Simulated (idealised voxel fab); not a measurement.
process module | voxel released beams
cross-section cut | 195 nm wide | cells 5 nm
A cross-section is a grid of square cells, given in bands from the top down. A band is one or more rows of cells.
Each band's line starts with the height of the band's top and of its bottom, in nm. Then come its materials from left to right, each with its width in nm. One material with "throughout" fills the band from edge to edge. "air" is empty space.
Height 0 is the level under which the wafer as received is all one material. The lowest band goes on downwards, as in "0 down".
A width such as "30 to 40" changes by the same amount from each row of cells to the next, from the band's top row to its bottom row.
"no change" after a step means that no cell of the cross-section changed.
closed voids: empty space of 8 cells or more with no open way to the top, each as width x height at its distance from the left edge, in nm
after a step's settings: what the simulator itself notes on the step
overlay nm, on a step with a mask: how far to the right of its planned place the mask lay; to the left if negative
plan
1 op RECEIVE | material Si
2 op CONFORMAL_DEP | material SiN | thk nm 5
3 op DIRECTIONAL_DEP | material SiO2 | thk nm 10
4 op DIRECTIONAL_DEP | material aC | thk nm 10
5 op PATTERN | tone open | mask id ANCHOR | material resist | width nm 40 | thk nm 30 | overlay nm 0
6 op DIRECTIONAL_ETCH | etch materials aC | depth nm 10
7 op STRIP | etch materials resist
8 op DIRECTIONAL_ETCH | etch materials SiO2 | depth nm 10
9 op STRIP | etch materials aC
10 op CONFORMAL_DEP | material W | thk nm 15
11 op MASKED_ETCH | tone cover | mask id BEAM | width nm 110 | etch materials W | depth nm 15 | overlay nm 0
12 op STRIP | etch materials SiO2
first wafer, as planned
as received, after step 1
  0 down: Si throughout
  closed voids: none
after step 2
  5 to 0: SiN throughout
  below 0: unchanged
after step 3
  15 to 5: SiO2 throughout
  below 5: unchanged
after step 4
  25 to 15: aC throughout
  below 15: unchanged
after step 5
  55 to 25: resist 45 | air 40 | resist 110
  below 25: unchanged
after step 6
  45 to 25: resist 45 | air 40 | resist 110
  25 to 15: aC 45 | air 40 | aC 110
  below 15: unchanged
after step 7
  25 to 15: aC 45 | air 40 | aC 110
  below 15: unchanged
after step 8
  25 to 15: aC 45 | air 40 | aC 110
  15 to 5: SiO2 45 | air 40 | SiO2 110
  below 5: unchanged
after step 9
  15 to 5: SiO2 45 | air 40 | SiO2 110
  below 5: unchanged
after step 10
  30 to 20: W 60 | air 10 | W 125
  20 to 15: W throughout
  15 to 5: SiO2 45 | W 40 | SiO2 110
  below 5: unchanged
after step 11
  30 to 20: air 40 | W 20 | air 10 | W 80 | air 45
  20 to 15: air 40 | W 110 | air 45
  below 15: unchanged
after step 12
  30 to 20: air 40 | W 20 | air 10 | W 80 | air 45
  20 to 15: air 40 | W 110 | air 45
  15 to 5: air 45 | W 40 | air 110
  below 5: unchanged
second wafer: like start, like plan, one mistake. Through step 1 it matches the first wafer
when step 2 should have ended: no change
when step 3 should have ended
  10 to 0: SiO2 throughout
  below 0: unchanged
when step 4 should have ended
  20 to 10: aC throughout
  below 10: unchanged
when step 5 should have ended
  50 to 20: resist 45 | air 40 | resist 110
  below 20: unchanged
when step 6 should have ended
  40 to 20: resist 45 | air 40 | resist 110
  20 to 10: aC 45 | air 40 | aC 110
  below 10: unchanged
when step 7 should have ended
  20 to 10: aC 45 | air 40 | aC 110
  below 10: unchanged
when step 8 should have ended
  20 to 10: aC 45 | air 40 | aC 110
  10 to 0: SiO2 45 | air 40 | SiO2 110
  below 0: unchanged
when step 9 should have ended
  10 to 0: SiO2 45 | air 40 | SiO2 110
  below 0: unchanged
when step 10 should have ended
  25 to 15: W 60 | air 10 | W 125
  15 to 10: W throughout
  10 to 0: SiO2 45 | W 40 | SiO2 110
  below 0: unchanged
when step 11 should have ended
  25 to 15: air 40 | W 20 | air 10 | W 80 | air 45
  15 to 10: air 40 | W 110 | air 45
  below 10: unchanged
when step 12 should have ended
  25 to 15: air 40 | W 20 | air 10 | W 80 | air 45
  15 to 10: air 40 | W 110 | air 45
  10 to 0: air 45 | W 40 | air 110
  below 0: unchanged
what went wrong: step 2 was left out
at the end the second wafer has, in cells: 39 fewer of SiN
